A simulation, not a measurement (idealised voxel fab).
Process module, titled voxel transistor to metal
The cross-section shown here is cut; it is 200 nm wide and divided into square cells measuring 5 nm on a side.
Throughout this document, each cross-section is represented as a grid of square cells and is presented as a sequence of bands enumerated from the top downward, where a band comprises one or more rows of cells. Look at the band entry: it leads with the top's height and the bottom's height in nm. Then it lists the materials left to right, with a width in nm for each. The word "full width" on a single material says that material fills the band edge to edge. The word "empty" is empty space. Basically, 0 is our baseline, since under it the wafer straight out of the box is all one material. The bottom band has no lower end and keeps on going down, so it looks like "from 0 down". The width entry "30 to 40" should be interpreted row by row: the top row of cells in the band takes the first number, the bottom row takes the second number, and the change between adjacent rows is uniform throughout. Step marked "no change"? Then no cell in the cross-section changed in it. The entry "closed voids" lists the empty spaces that cover at least 8 cells and have no open path to the top. Each is written as width x height at distance, where the distance is measured from the left edge and all three values are in nm. What comes after the settings on a step's line is commentary from the simulator itself on that step. On any step carrying a mask, the "overlay nm" setting, if present on the step's line, tells how far right of its planned place the mask lay; negative values point to the left.

Steps in the process plan:
- 1: RECEIVE | material Si
- 2: CONFORMAL_DEP | material SiO2 | thk nm 5
- 3: CONFORMAL_DEP | material SiN | thk nm 10
- 4: PATTERN | tone cover | mask id ACTIVE | material resist | width nm 120 | thk nm 15 | overlay nm 0
- 5: DIRECTIONAL_ETCH | etch materials SiN | depth nm 10
- 6: DIRECTIONAL_ETCH | etch materials SiO2 | depth nm 5
- 7: DIRECTIONAL_ETCH | etch materials Si | depth nm 20
- 8: STRIP | etch materials resist
- 9: OXIDIZE | depth nm 5
- 10: FILL_DEP | material SiO2 | thk nm 10
- 11: CMP | height nm 15
- 12: SELECTIVE_ETCH | etch materials SiO2 | depth nm 10
- 13: STRIP | etch materials SiN
- 14: SELECTIVE_ETCH | etch materials SiO2 | depth nm 5
- 15: OXIDIZE | depth nm 5
- 16: DIRECTIONAL_DEP | material polySi | thk nm 30
- 17: DIRECTIONAL_DEP | material SiCN | thk nm 15
- 18: DIRECTIONAL_DEP | material aC | thk nm 15
- 19: PATTERN | tone cover | mask id GATE | material resist | width nm 20 | thk nm 35 | overlay nm 0
- 20: DIRECTIONAL_ETCH | etch materials aC | depth nm 15
- 21: STRIP | etch materials resist
- 22: DIRECTIONAL_ETCH | etch materials SiCN | depth nm 25
- 23: DIRECTIONAL_ETCH | etch materials polySi | depth nm 40
- 24: STRIP | etch materials aC
- 25: CONFORMAL_DEP | material SiO2 | thk nm 5
- 26: DIRECTIONAL_ETCH | etch materials SiO2 | depth nm 5
- 27: CONFORMAL_DEP | material SiN | thk nm 5
- 28: DIRECTIONAL_ETCH | etch materials SiN | depth nm 5
- 29: DIRECTIONAL_ETCH | etch materials SiO2 | depth nm 5
- 30: DIRECTIONAL_ETCH | etch materials Si | depth nm 5
- 31: EPI | material nSi | thk nm 5
- 32: FILL_DEP | material SiO2 | thk nm 5
- 33: CMP | height nm 45
- 34: DIRECTIONAL_DEP | material SiO2 | thk nm 15
- 35: DIRECTIONAL_DEP | material aC | thk nm 15
- 36: PATTERN | tone open | mask id CONTACT | material resist | width nm 20 | pitch nm 80 | thk nm 30 | overlay nm 0
- 37: DIRECTIONAL_ETCH | etch materials aC | depth nm 15
- 38: STRIP | etch materials resist
- 39: DIRECTIONAL_ETCH | etch materials SiO2 | depth nm 65
- 40: STRIP | etch materials aC
- 41: CONFORMAL_DEP | material TiN | thk nm 5
- 42: FILL_DEP | material W | thk nm 10
- 43: CMP | height nm 60
- 44: DIRECTIONAL_DEP | material TiN | thk nm 5
- 45: DIRECTIONAL_DEP | material Ru | thk nm 20
- 46: PATTERN | tone cover | mask id METAL_1 | material resist | width nm 20 | pitch nm 80 | thk nm 20 | overlay nm 0
- 47: DIRECTIONAL_ETCH | etch materials Ru | depth nm 20
- 48: DIRECTIONAL_ETCH | etch materials TiN | depth nm 5
- 49: STRIP | etch materials resist
- 50: FILL_DEP | material lowk | thk nm 10
- 51: CMP | height nm 85
- 52: CONFORMAL_DEP | material SiCN | thk nm 5

Cross-section of the wafer upon arrival, representing the state reached after step 1:
from 0 down | Si full width
closed voids: none

The plan above was carried out on the starting structure above with one mistake, and this cross-section shows the wafer at the end of the module:
from 90 to 85 | SiCN full width
from 85 to 65 | lowk 50 nm, then Ru 20 nm, then lowk 60 nm, then Ru 20 nm, then lowk 50 nm
from 65 to 60 | lowk 50 nm, then TiN 20 nm, then lowk 60 nm, then TiN 20 nm, then lowk 50 nm
from 60 to 45 | SiO2 50 nm, then TiN 5 nm, then W 10 nm, then TiN 5 nm, then SiO2 60 nm, then TiN 5 nm, then W 10 nm, then TiN 5 nm, then SiO2 50 nm
from 45 to 30 | SiO2 50 nm, then TiN 5 nm, then W 10 nm, then TiN 5 nm, then SiO2 10 nm, then SiN 5 nm, then SiO2 5 nm, then SiCN 20 nm, then SiO2 5 nm, then SiN 5 nm, then SiO2 10 nm, then TiN 5 nm, then W 10 nm, then TiN 5 nm, then SiO2 50 nm
from 30 to 0 | SiO2 50 nm, then TiN 5 nm, then W 10 nm, then TiN 5 nm, then SiO2 10 nm, then SiN 5 nm, then SiO2 5 nm, then polySi 20 nm, then SiO2 5 nm, then SiN 5 nm, then SiO2 10 nm, then TiN 5 nm, then W 10 nm, then TiN 5 nm, then SiO2 50 nm
from 0 to -5 | SiO2 50 nm, then TiN 20 nm, then SiO2 5 nm, then nSi 5 nm, then SiO2 40 nm, then nSi 5 nm, then SiO2 5 nm, then TiN 20 nm, then SiO2 50 nm
from -5 to -10 | SiO2 45 nm, then nSi 35 nm, then Si 40 nm, then nSi 35 nm, then SiO2 45 nm
from -10 to -35 | SiO2 45 nm, then Si 110 nm, then SiO2 45 nm
from -35 down | Si full width
closed voids: none
It is concluded that the wafer was processed incorrectly with respect to the plan, in that step 7 did not use the planned setting and instead ran as DIRECTIONAL_ETCH | etch materials Si | depth nm 30
